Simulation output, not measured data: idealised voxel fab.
Process module under the name voxel wiring stack
Shown is cross-section cut, with a width of 175 nm and square cells of size 5 nm.
Cross-section layout: square cells on a grid; listed as bands, top to bottom; a band spans one or more cell rows. Read a band's entry like this: the first values are the height of its top and the height of its bottom in nm, and what follows is the sequence of materials from left to right, each with its width in nm. Note that "air" is empty space, and that a single material marked "all across" reaches across the band from edge to edge. Height datum 0, below which the as-received substrate wafer is one material. Lowest band open at the bottom, running downward: "top 0, no bottom". When a width is written as two numbers, as in "30..40", the first number is the width in the top row of cells of the band and the second is the width in its bottom row, and the width changes by the same amount from each row to the next. Key: "left unchanged" - step with no changed cell in the cross-section. "Completely enclosed voids" specifies each empty space that is not open to the top and that occupies no fewer than 8 cells, using the form width x height at distance, the distance measured from the left edge and all three quantities in nm. It should be noted that, on the line of a given step, the content following the step's settings is a remark produced by the simulator itself with respect to that step. A step's line can hold "overlay nm"; with a mask on that step, the setting says how far right of the planned place the mask lay, while a negative setting says it lay to the left.
The planned process steps are enumerated hereunder
1: RECEIVE, material Si
2: CONFORMAL_DEP, material SiO2, thk nm 15
3: DIRECTIONAL_DEP, material TiN, thk nm 5
4: DIRECTIONAL_DEP, material Ru, thk nm 25
5: DIRECTIONAL_DEP, material aC, thk nm 15
6: PATTERN, tone cover, mask id METAL_1, material resist, width nm 30, pitch nm 50, thk nm 30, overlay nm 0
7: DIRECTIONAL_ETCH, etch materials aC, depth nm 15
8: STRIP, etch materials resist
9: DIRECTIONAL_ETCH, etch materials Ru, depth nm 25
10: DIRECTIONAL_ETCH, etch materials TiN, depth nm 5
11: STRIP, etch materials aC
12: FILL_DEP, material lowk, thk nm 10
13: CMP, height nm 45
14: CONFORMAL_DEP, material SiCN, thk nm 5
15: DIRECTIONAL_DEP, material SiO2, thk nm 30
16: MASKED_ETCH, tone open, mask id METAL_2, width nm 30, pitch nm 50, etch materials SiO2, depth nm 15, overlay nm -15
17: PATTERN, tone open, mask id METAL_2_HOLES, material resist, width nm 15, pitch nm 50, thk nm 20, overlay nm 0
18: DIRECTIONAL_ETCH, etch materials SiO2, depth nm 15
19: DIRECTIONAL_ETCH, etch materials SiCN, depth nm 5
20: STRIP, etch materials resist
21: CONFORMAL_DEP, material TiN, thk nm 5
22: FILL_DEP, material Ru, thk nm 10
23: CMP, height nm 80
24: CONFORMAL_DEP, material SiCN, thk nm 5
25: DIRECTIONAL_DEP, material lowk, thk nm 10
26: PATTERN, tone open, mask id PLUG_2, material resist, width nm 15, thk nm 20, overlay nm 0
27: DIRECTIONAL_ETCH, etch materials lowk, depth nm 10
28: DIRECTIONAL_ETCH, etch materials SiCN, depth nm 5
29: STRIP, etch materials resist
30: EPI, material Ru, thk nm 10
31: EPI, material Ru, thk nm 5
32: DIRECTIONAL_DEP, material TiN, thk nm 5
33: DIRECTIONAL_DEP, material Ru, thk nm 20
34: DIRECTIONAL_DEP, material aC, thk nm 10
35: PATTERN, tone cover, mask id METAL_3, material resist, width nm 30, pitch nm 50, thk nm 30, overlay nm 0
36: DIRECTIONAL_ETCH, etch materials aC, depth nm 10
37: STRIP, etch materials resist
38: DIRECTIONAL_ETCH, etch materials Ru, depth nm 20
39: DIRECTIONAL_ETCH, etch materials TiN, depth nm 5
40: STRIP, etch materials aC
41: FILL_DEP, material lowk, thk nm 5
42: CMP, height nm 120
43: CONFORMAL_DEP, material SiCN, thk nm 5
Keep in mind the plan's value for the overlay nm of step 16 comes from the first wafer; the wafers don't share that setting, but they do share the same starting point.
This is how the first of several wafers looked in cross-section when it arrived, which is after step 1
  top 0, no bottom  Si all across
  Completely enclosed voids: none
Quick key for the table: a row per wafer, taken at the end of the module. For each material it tells you how many cells the wafer gained (+) or lost (-) since it came in, and the closed voids come after
overlay nm -15 | +141 Ru | +96 SiCN | +261 SiO2 | +60 TiN | +317 lowk | Completely enclosed voids: none
overlay nm -10 | +141 Ru | +96 SiCN | +261 SiO2 | +60 TiN | +317 lowk | Completely enclosed voids: none
overlay nm -5 | +141 Ru | +96 SiCN | +261 SiO2 | +60 TiN | +317 lowk | Completely enclosed voids: none
overlay nm 0 | +141 Ru | +96 SiCN | +261 SiO2 | +60 TiN | +317 lowk | Completely enclosed voids: none
overlay nm 5 | +137 Ru | +98 SiCN | +261 SiO2 | +62 TiN | +317 lowk | Completely enclosed voids: none
overlay nm 10 | +141 Ru | +100 SiCN | +261 SiO2 | +56 TiN | +317 lowk | Completely enclosed voids: none
overlay nm 15 | +145 Ru | +102 SiCN | +261 SiO2 | +50 TiN | +317 lowk | Completely enclosed voids: none
